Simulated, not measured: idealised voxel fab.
A process module follows: voxel ribs on slabs.
For reference, the cross-section in this document is cut, with width 165 nm and square cells of 5 nm.
Throughout this document, each cross-section is represented as a grid of square cells and is presented as a sequence of bands enumerated from the top downward, where a band comprises one or more rows of cells. The band entry comprises the height of the band's top followed by the height of its bottom, expressed in nm, and subsequently the band's materials from left to right, each stated together with its width in nm. Where a single material is marked with the word "everywhere", that material fills the band from edge to edge. The word "empty" represents empty space. Height reference: 0 = level under which incoming wafer is all one material. Lowest band: no bottom, runs on downward, e.g. "z 0 and below". Width spec "30 to 40" -> top row of cells at first value, bottom row at second value, equal per-row change in between. "nothing different" -> step changed no cross-section cell. "Unvented internal voids" - sealed voids, min. 8 cells, no opening to top; format: width x height at distance (distance from left edge; nm throughout). Read whatever lies past the settings on a step's line as the simulator's own remark about the step. "overlay nm" denotes, for a step that has a mask, the displacement of the mask to the right of its planned place, with negative values corresponding to the left.

-- Process steps - plan
- 1: RECEIVE,material Si
- 2: DIRECTIONAL_DEP,material SiO2,thk nm 20
- 3: DIRECTIONAL_DEP,material SiN,thk nm 20
- 4: PATTERN,tone cover,mask id RIB,material resist,width nm 30,thk nm 15,overlay nm 0
- 5: DIRECTIONAL_ETCH,etch materials SiN,depth nm 5
- 6: STRIP,etch materials resist
- 7: PATTERN,tone cover,mask id SLAB,material resist,width nm 70,thk nm 20,overlay nm 0
- 8: DIRECTIONAL_ETCH,etch materials SiN,depth nm 15
- 9: STRIP,etch materials resist
- 10: FILL_DEP,material SiO2,thk nm 25
- 11: CMP,height nm 60
- 12: DIRECTIONAL_DEP,material W,thk nm 5
- 13: PATTERN,tone cover,mask id HEATER,material resist,width nm 40,thk nm 15,overlay nm -15
- 14: DIRECTIONAL_ETCH,etch materials W,depth nm 5
- 15: STRIP,etch materials resist
- 16: CONFORMAL_DEP,material SiN,thk nm 5
The overlay nm used in step 13 is not the same on every wafer, whereas the starting condition is; the value printed in the plan is the first wafer's.

-- As received, i.e. after step 1: cross-section through the first of several wafers
  z 0 and below  Si everywhere
  Unvented internal voids: none

-- End-of-module cross-section, first of several wafers, after last step 16
  z 70 to 65  empty: 40, then SiN: 50, then empty: 75
  z 65 to 60  SiN: 45, then W: 40, then SiN: 80
  z 60 to 40  SiO2 everywhere
  z 40 to 35  SiO2: 65, then SiN: 30, then SiO2: 70
  z 35 to 20  SiO2: 45, then SiN: 70, then SiO2: 50
  z 20 to 0  SiO2 everywhere
  z 0 and below  Si everywhere
  Unvented internal voids: none

-- A cross-section through the last wafer at the close of the module
  z 70 to 65  empty: 70, then SiN: 50, then empty: 45
  z 65 to 60  SiN: 75, then W: 40, then SiN: 50
  z 60 to 40  SiO2 everywhere
  z 40 to 35  SiO2: 65, then SiN: 30, then SiO2: 70
  z 35 to 20  SiO2: 45, then SiN: 70, then SiO2: 50
  z 20 to 0  SiO2 everywhere
  z 0 and below  Si everywhere
  Unvented internal voids: none

-- Basically each wafer gets a line in the table, showing it at the end of the module: material by material, the cells it gained (+) or lost (-) since we got it, then its closed voids
overlay nm -15 | +83 SiN | +348 SiO2 | +8 W | Unvented internal voids: none
overlay nm -10 | +83 SiN | +348 SiO2 | +8 W | Unvented internal voids: none
overlay nm -5 | +83 SiN | +348 SiO2 | +8 W | Unvented internal voids: none
overlay nm 0 | +83 SiN | +348 SiO2 | +8 W | Unvented internal voids: none
overlay nm 5 | +83 SiN | +348 SiO2 | +8 W | Unvented internal voids: none
overlay nm 10 | +83 SiN | +348 SiO2 | +8 W | Unvented internal voids: none
overlay nm 15 | +83 SiN | +348 SiO2 | +8 W | Unvented internal voids: none
